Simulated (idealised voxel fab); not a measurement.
Title: Process Module voxel self aligned contacts
FYI the section here is cut, 215 nm wide, cells are 5 nm squares.
For the purposes of this document, a cross-section shall be understood as a grid of square cells, specified as bands listed in top-to-bottom order, each band consisting of one or more rows of cells.
Per band: top height and bottom height in nm, followed by the left-to-right materials and their widths in nm; "edge to edge" marks a single material spanning edge to edge, "air" marks empty space.
The reference from which all heights are counted is 0, the level beneath which the as-received wafer is entirely one material; the lowest band, having no lower bound, proceeds downward and is written after the example "0 down".
With a width like "30 to 40", each row of cells in the band differs from the next by the same amount, the top row carrying the first number and the bottom row the second.
"remained unchanged", as given for a step, is the statement that not any cell of the cross-section underwent a change during that step.
"Sealed void inventory": empty spaces of 8 cells or more with no open way to the top, each given as width x height at distance, distance from the left edge, all in nm.
Whatever follows a step's settings on its line is a remark the simulator itself makes about that step.
Among the settings permitted on a step's line is "overlay nm"; applied to a step with a mask, it specifies the extent to which the mask lay to the right of its planned position, whereas a negative figure signifies a position to the left.

These are the steps we planned for the process:
step 1: RECEIVE with material Si
step 2: CONFORMAL_DEP with material SiO2, thk nm 5
step 3: DIRECTIONAL_DEP with material polySi, thk nm 20
step 4: DIRECTIONAL_DEP with material SiN, thk nm 25
step 5: PATTERN with tone cover, mask id GATE, material resist, width nm 25, pitch nm 60, thk nm 15, overlay nm 0
step 6: DIRECTIONAL_ETCH with etch materials SiN, depth nm 25
step 7: DIRECTIONAL_ETCH with etch materials polySi, depth nm 20
step 8: STRIP with etch materials resist
step 9: CONFORMAL_DEP with material SiN, thk nm 10
step 10: DIRECTIONAL_ETCH with etch materials SiN, depth nm 10
step 11: FILL_DEP with material SiO2, thk nm 15
step 12: CMP with height nm 60
step 13: DIRECTIONAL_DEP with material aC, thk nm 15
step 14: PATTERN with tone open, mask id CONTACT, material resist, width nm 45, pitch nm 60, thk nm 30, overlay nm 0
step 15: DIRECTIONAL_ETCH with etch materials aC, depth nm 15
step 16: STRIP with etch materials resist
step 17: DIRECTIONAL_ETCH with etch materials SiO2, depth nm 60
step 18: STRIP with etch materials aC
step 19: CONFORMAL_DEP with material TiN, thk nm 5
step 20: FILL_DEP with material W, thk nm 5
step 21: CMP with height nm 60
step 22: CONFORMAL_DEP with material SiCN, thk nm 5
Keep in mind the plan's value for the thk nm of step 2 comes from the first wafer; the wafers don't share that setting, but they do share the same starting point.

Received condition of the first of several wafers, sectioned: post-step 1:
0 down: Si edge to edge
Sealed void inventory: none

End-of-module cross-section, first of several wafers, after last step 22:
65 to 60: SiCN edge to edge
60 to 50: SiO2 55 nm / TiN 5 to 20 nm / W 35 to 5 nm / TiN 5 to 20 nm / SiO2 15 nm / TiN 5 to 20 nm / W 35 to 5 nm / TiN 5 to 20 nm / SiO2 55 nm
50 to 25: SiO2 25 nm / SiN 45 nm / TiN 5 nm / W 5 nm / TiN 5 nm / SiN 45 nm / TiN 5 nm / W 5 nm / TiN 5 nm / SiN 45 nm / SiO2 25 nm
25 to 5: SiO2 25 nm / SiN 10 nm / polySi 25 nm / SiN 10 nm / TiN 5 nm / W 5 nm / TiN 5 nm / SiN 10 nm / polySi 25 nm / SiN 10 nm / TiN 5 nm / W 5 nm / TiN 5 nm / SiN 10 nm / polySi 25 nm / SiN 10 nm / SiO2 25 nm
5 to 0: SiO2 70 nm / TiN 15 nm / SiO2 45 nm / TiN 15 nm / SiO2 70 nm
0 down: Si edge to edge
Sealed void inventory: none

The last wafer as seen in cross-section at the end of the module:
65 to 60: SiCN edge to edge
60 to 40: SiO2 25 nm / SiN 45 nm / TiN 5 nm / W 5 nm / TiN 5 nm / SiN 45 nm / TiN 5 nm / W 5 nm / TiN 5 nm / SiN 45 nm / SiO2 25 nm
40 to 20: SiO2 25 nm / SiN 10 nm / polySi 25 nm / SiN 10 nm / TiN 5 nm / W 5 nm / TiN 5 nm / SiN 10 nm / polySi 25 nm / SiN 10 nm / TiN 5 nm / W 5 nm / TiN 5 nm / SiN 10 nm / polySi 25 nm / SiN 10 nm / SiO2 25 nm
20 to 5: SiO2 70 nm / TiN 5 nm / W 5 nm / TiN 5 nm / SiO2 45 nm / TiN 5 nm / W 5 nm / TiN 5 nm / SiO2 70 nm
5 to 0: SiO2 70 nm / TiN 15 nm / SiO2 45 nm / TiN 15 nm / SiO2 70 nm
0 down: Si edge to edge
Sealed void inventory: none

Where each wafer stands at the end of the module, a row apiece: cells of each material gained (+) or lost (-) since it was received, then closed voids:
thk nm 5; +43 SiCN; +183 SiN; +177 SiO2; +62 TiN; +34 W; +60 polySi; Sealed void inventory: none
thk nm 10; +43 SiCN; +183 SiN; +189 SiO2; +62 TiN; +22 W; +60 polySi; Sealed void inventory: none
thk nm 15; +43 SiCN; +183 SiN; +201 SiO2; +50 TiN; +22 W; +60 polySi; Sealed void inventory: none
thk nm 20; +43 SiCN; +156 SiN; +228 SiO2; +50 TiN; +22 W; +60 polySi; Sealed void inventory: none
